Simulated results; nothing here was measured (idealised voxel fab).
process module | voxel ribs on slabs
260 nm wide, 5 nm square cells: that's cross-section cut.
Square cells in a grid make up a cross-section in this document, and the grid is given as bands, listed from the top down, each one or more rows of cells.
What a band's entry tells you: where the top is and where the bottom is, as heights in nm, and after that what lies inside, material by material from left to right, each with its width in nm. Empty space is written as the word "blank", and a single material marked with the word "full width" occupies the band from edge to edge.
It should be noted that heights are counted from 0, beneath which the wafer as supplied is of one material throughout, and that the lowest band possesses no lower boundary but continues downward, as written in "0 and below".
Width: "30..40" (first number = top row, second number = bottom row, same change from row to row of cells).
"nothing got changed" -> step changed no cross-section cell.
"Listed closed voids" contains a list of empty spaces, each no smaller than 8 cells and without an open way to the top, written in the form width x height at distance with the distance from the left edge and all three in nm.
The remark found on a step's line after its settings is issued by the simulator itself and pertains to that step.
"overlay nm" denotes, for a step that has a mask, the displacement of the mask to the right of its planned place, with negative values corresponding to the left.
## The planned process steps are enumerated hereunder
1. RECEIVE,material Si
2. DIRECTIONAL_DEP,material SiO2,thk nm 20
3. DIRECTIONAL_DEP,material polySi,thk nm 25
4. MASKED_ETCH,tone cover,mask id RIB,width nm 20,etch materials polySi,depth nm 20,overlay nm 0
5. DIRECTIONAL_DEP,material aC,thk nm 15
6. PATTERN,tone cover,mask id SLAB,material resist,width nm 60,thk nm 35,overlay nm 0
7. DIRECTIONAL_ETCH,etch materials aC,depth nm 5
8. STRIP,etch materials resist
9. DIRECTIONAL_ETCH,etch materials polySi,depth nm 5
10. STRIP,etch materials aC
11. FILL_DEP,material SiO2,thk nm 15
12. CMP,height nm 55
13. DIRECTIONAL_DEP,material TiN,thk nm 5
14. DIRECTIONAL_DEP,material aC,thk nm 10
15. PATTERN,tone cover,mask id HEATER,material resist,width nm 30,thk nm 30,overlay nm 0
16. DIRECTIONAL_ETCH,etch materials aC,depth nm 10
17. STRIP,etch materials resist
18. DIRECTIONAL_ETCH,etch materials TiN,depth nm 5
19. STRIP,etch materials aC
20. CONFORMAL_DEP,material SiN,thk nm 10
The plan's step 7 depth nm is the first wafer's value; the wafers differ in this setting and start identical.
## The as-received cross-section of the first of several wafers corresponds to the state after step 1
> 0 and below: Si full width
> Listed closed voids: none
## Cross-section of the first of several wafers once the module has run through its last step, step 20
> 70 down to 65: blank (105), SiN (50), blank (105)
> 65 down to 60: SiN full width
> 60 down to 55: SiN (115), TiN (30), SiN (115)
> 55 down to 45: SiO2 full width
> 45 down to 25: SiO2 (120), polySi (20), SiO2 (120)
> 25 down to 20: polySi full width
> 20 down to 0: SiO2 full width
> 0 and below: Si full width
> Listed closed voids: none
## Final wafer of several, shown in cross-section at the end of the module
> 70 down to 65: blank (105), SiN (50), blank (105)
> 65 down to 60: SiN full width
> 60 down to 55: SiN (115), TiN (30), SiN (115)
> 55 down to 45: SiO2 full width
> 45 down to 25: SiO2 (120), polySi (20), SiO2 (120)
> 25 down to 20: SiO2 (100), polySi (60), SiO2 (100)
> 20 down to 0: SiO2 full width
> 0 and below: Si full width
> Listed closed voids: none
## The table below has one row for each wafer; a row shows, as of the end of the module, how many cells of each material the wafer has gained, marked (+), or lost, marked (-), since it was received, and then the wafer's closed voids
depth nm 5, +108 SiN, +504 SiO2, +6 TiN, +68 polySi, Listed closed voids: none
depth nm 10, +108 SiN, +504 SiO2, +6 TiN, +68 polySi, Listed closed voids: none
depth nm 15, +108 SiN, +544 SiO2, +6 TiN, +28 polySi, Listed closed voids: none
depth nm 20, +108 SiN, +544 SiO2, +6 TiN, +28 polySi, Listed closed voids: none
depth nm 25, +108 SiN, +544 SiO2, +6 TiN, +28 polySi, Listed closed voids: none
depth nm 30, +108 SiN, +544 SiO2, +6 TiN, +28 polySi, Listed closed voids: none
